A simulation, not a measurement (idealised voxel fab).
Name of the process module below: voxel fin reveal
Each square cell in cross-section cut measures 5 nm, and the section as a whole is 180 nm wide.
How to read a cross-section here: the picture is a grid of square cells, written as bands going from the top down, and any band can span one or more rows of cells. Band: top height; bottom height; in nm. Then, left to right: material with width in nm, for each material. "edge to edge": a single material spanning edge to edge. "blank": empty space. Heads up on the height convention: 0 is the point under which the incoming wafer is all one material, and the lowest band has no bottom, it just keeps going down, like "0 -> down". A width given as "30 to 40" starts at the first number in the band's top row and ends at the second number in its bottom row, shifting by an equal amount at every step from row to row. "remains unaltered" (step): cross-section cells unchanged, all of them. So "Trapped void list" is basically the list of trapped voids: any empty space of 8 cells or more that can't reach the top through an opening. They're written width x height at distance, the distance being from the left edge, and it's all nm. On a step's line, text after the settings is the simulator commenting on that step. "overlay nm", when on a step's line for a step with a mask, measures how far to the right of its planned place the mask lay; a negative measure means to the left.

The following list gives the planned process steps:
step 1: RECEIVE | material Si
step 2: CONFORMAL_DEP | material SiN | thk nm 10
step 3: DIRECTIONAL_DEP | material aC | thk nm 10
step 4: PATTERN | tone cover | mask id FINS | material resist | width nm 15 | pitch nm 35 | thk nm 30 | overlay nm 0
step 5: DIRECTIONAL_ETCH | etch materials aC | depth nm 10
step 6: STRIP | etch materials resist
step 7: DIRECTIONAL_ETCH | etch materials SiN | depth nm 10
step 8: DIRECTIONAL_ETCH | etch materials Si | depth nm 40
step 9: STRIP | etch materials aC
step 10: FILL_DEP | material SiO2 | thk nm 5
step 11: CMP | height nm 10
step 12: SELECTIVE_ETCH | etch materials SiO2 | depth nm 25
step 13: STRIP | etch materials SiN
step 14: CONFORMAL_DEP | material SiO2 | thk nm 5

First of the two wafers, run per plan:

As-received state of the wafer in cross-section, equivalent to post-step 1:
	0 -> down  Si edge to edge
	Trapped void list: none

Once step 2 is through, the wafer looks like this in cross-section:
	10 -> 0  SiN edge to edge
	Anything lower than 0 is untouched.

Once step 3 is through, the wafer looks like this in cross-section:
	20 -> 10  aC edge to edge
	Anything lower than 10 is untouched.

Once step 4 is through, the wafer looks like this in cross-section:
	50 -> 20  blank=45, then resist=15, then blank=20, then resist=15, then blank=20, then resist=15, then blank=50
	Anything lower than 20 is untouched.

Once step 5 is through, the wafer looks like this in cross-section:
	40 -> 20  blank=45, then resist=15, then blank=20, then resist=15, then blank=20, then resist=15, then blank=50
	20 -> 10  blank=45, then aC=15, then blank=20, then aC=15, then blank=20, then aC=15, then blank=50
	Anything lower than 10 is untouched.

Once step 6 is through, the wafer looks like this in cross-section:
	20 -> 10  blank=45, then aC=15, then blank=20, then aC=15, then blank=20, then aC=15, then blank=50
	Anything lower than 10 is untouched.

Once step 7 is through, the wafer looks like this in cross-section:
	20 -> 10  blank=45, then aC=15, then blank=20, then aC=15, then blank=20, then aC=15, then blank=50
	10 -> 0  blank=45, then SiN=15, then blank=20, then SiN=15, then blank=20, then SiN=15, then blank=50
	Anything lower than 0 is untouched.

Once step 8 is through, the wafer looks like this in cross-section:
	20 -> 10  blank=45, then aC=15, then blank=20, then aC=15, then blank=20, then aC=15, then blank=50
	10 -> 0  blank=45, then SiN=15, then blank=20, then SiN=15, then blank=20, then SiN=15, then blank=50
	0 -> -40  blank=45, then Si=15, then blank=20, then Si=15, then blank=20, then Si=15, then blank=50
	Anything lower than -40 is untouched.

Once step 9 is through, the wafer looks like this in cross-section:
	10 -> 0  blank=45, then SiN=15, then blank=20, then SiN=15, then blank=20, then SiN=15, then blank=50
	Anything lower than 0 is untouched.

Once step 10 is through, the wafer looks like this in cross-section:
	15 -> 10  SiO2 edge to edge
	10 -> 0  SiO2=45, then SiN=15, then SiO2=20, then SiN=15, then SiO2=20, then SiN=15, then SiO2=50
	0 -> -40  SiO2=45, then Si=15, then SiO2=20, then Si=15, then SiO2=20, then Si=15, then SiO2=50
	Anything lower than -40 is untouched.

Once step 11 is through, the wafer looks like this in cross-section:
	10 -> 0  SiO2=45, then SiN=15, then SiO2=20, then SiN=15, then SiO2=20, then SiN=15, then SiO2=50
	Anything lower than 0 is untouched.

Once step 12 is through, the wafer looks like this in cross-section:
	10 -> 0  blank=45, then SiN=15, then blank=20, then SiN=15, then blank=20, then SiN=15, then blank=50
	0 -> -15  blank=45, then Si=15, then blank=20, then Si=15, then blank=20, then Si=15, then blank=50
	Anything lower than -15 is untouched.

Once step 13 is through, the wafer looks like this in cross-section:
	0 -> -15  blank=45, then Si=15, then blank=20, then Si=15, then blank=20, then Si=15, then blank=50
	Anything lower than -15 is untouched.

Once step 14 is through, the wafer looks like this in cross-section:
	5 -> 0  blank=40, then SiO2=25, then blank=10, then SiO2=25, then blank=10, then SiO2=25, then blank=45
	0 -> -10  blank=40, then SiO2=5, then Si=15, then SiO2=5, then blank=10, then SiO2=5, then Si=15, then SiO2=5, then blank=10, then SiO2=5, then Si=15, then SiO2=5, then blank=45
	-10 -> -40  SiO2=45, then Si=15, then SiO2=20, then Si=15, then SiO2=20, then Si=15, then SiO2=50
	Anything lower than -40 is untouched.

Second wafer: same start and same plan as the first, one execution error; identical to the first through step 12:

Cross-section: second wafer, time at which step 13 was scheduled to end:
	0 -> -15  blank=45, then Si=15, then blank=20, then Si=15, then blank=20, then Si=15, then blank=50
	Anything lower than -15 is untouched.

Cross-section: second wafer, time at which step 14 was scheduled to end:
	5 -> 0  blank=40, then SiO2=25, then blank=10, then SiO2=25, then blank=10, then SiO2=25, then blank=45
	0 -> -10  blank=40, then SiO2=5, then Si=15, then SiO2=5, then blank=10, then SiO2=5, then Si=15, then SiO2=5, then blank=10, then SiO2=5, then Si=15, then SiO2=5, then blank=45
	-10 -> -40  SiO2=45, then Si=15, then SiO2=20, then Si=15, then SiO2=20, then Si=15, then SiO2=50
	Anything lower than -40 is untouched.
Run error: execution of plan step 13 occurred twice
Honestly, by the end the two wafers have the same cross-section, so the mistake just doesn't show up in what this model computes.
